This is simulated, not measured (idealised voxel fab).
process module | voxel self aligned vias
cross-section cut | 215 nm wide | cells 5 nm
A cross-section is a grid of square cells, given in bands from the top down. A band is one or more rows of cells.
Each band's line starts with the height of the band's top and of its bottom, in nm. Then come its materials from left to right, each with its width in nm. One material with "throughout" fills the band from edge to edge. "air" is empty space.
Height 0 is the level under which the wafer as received is all one material. The lowest band goes on downwards, as in "0 down".
A width such as "30 to 40" changes by the same amount from each row of cells to the next, from the band's top row to its bottom row.
"no change" after a step means that no cell of the cross-section changed.
closed voids: empty space of 8 cells or more with no open way to the top, each as width x height at its distance from the left edge, in nm
after a step's settings: what the simulator itself notes on the step
overlay nm, on a step with a mask: how far to the right of its planned place the mask lay; to the left if negative
plan
1 op RECEIVE | material Si
2 op CONFORMAL_DEP | material SiO2 | thk nm 10
3 op CONFORMAL_DEP | material SiCN | thk nm 5
4 op DIRECTIONAL_DEP | material SiO2 | thk nm 20
5 op MASKED_ETCH | tone open | mask id LINES | width nm 20 | pitch nm 45 | etch materials SiO2 | depth nm 20 | overlay nm 0
6 op CONFORMAL_DEP | material TiN | thk nm 5
7 op FILL_DEP | material Ru | thk nm 10
8 op CMP | height nm 35
9 op SELECTIVE_ETCH | etch materials W Ru TiN | depth nm 5
10 op FILL_DEP | material SiN | thk nm 5
11 op CMP | height nm 35
12 op DIRECTIONAL_DEP | material SiO2 | thk nm 15
13 op DIRECTIONAL_DEP | material aC | thk nm 15
14 op PATTERN | tone open | mask id VIAS | material resist | width nm 30 | thk nm 35 | overlay nm 0
15 op DIRECTIONAL_ETCH | etch materials aC | depth nm 15
16 op STRIP | etch materials resist
17 op DIRECTIONAL_ETCH | etch materials SiO2 | depth nm 15
18 op DIRECTIONAL_ETCH | etch materials SiN | depth nm 5
19 op STRIP | etch materials aC
20 op CONFORMAL_DEP | material TiN | thk nm 5
21 op FILL_DEP | material W | thk nm 10
22 op CMP | height nm 50
23 op CONFORMAL_DEP | material SiN | thk nm 5
as received, after step 1
  0 down: Si throughout
  closed voids: none
a wafer at the end: this start, this plan, one mistake
  55 to 50: SiN throughout
  50 to 40: SiO2 70 | TiN 5 | W 20 | TiN 5 | SiO2 115
  40 to 35: SiO2 70 | TiN 10 | W 10 | TiN 10 | SiO2 115
  35 to 30: SiO2 75 | TiN 20 | SiO2 25 | SiN 20 | SiO2 75
  30 to 20: SiO2 75 | TiN 5 | SiN 10 | TiN 5 | SiO2 25 | TiN 5 | SiN 10 | TiN 5 | SiO2 75
  20 to 15: SiO2 75 | TiN 20 | SiO2 25 | TiN 20 | SiO2 75
  15 to 10: SiCN throughout
  10 to 0: SiO2 throughout
  0 down: Si throughout
  closed voids: none
what went wrong: step 7 ran as: op FILL_DEP | material SiN | thk nm 10
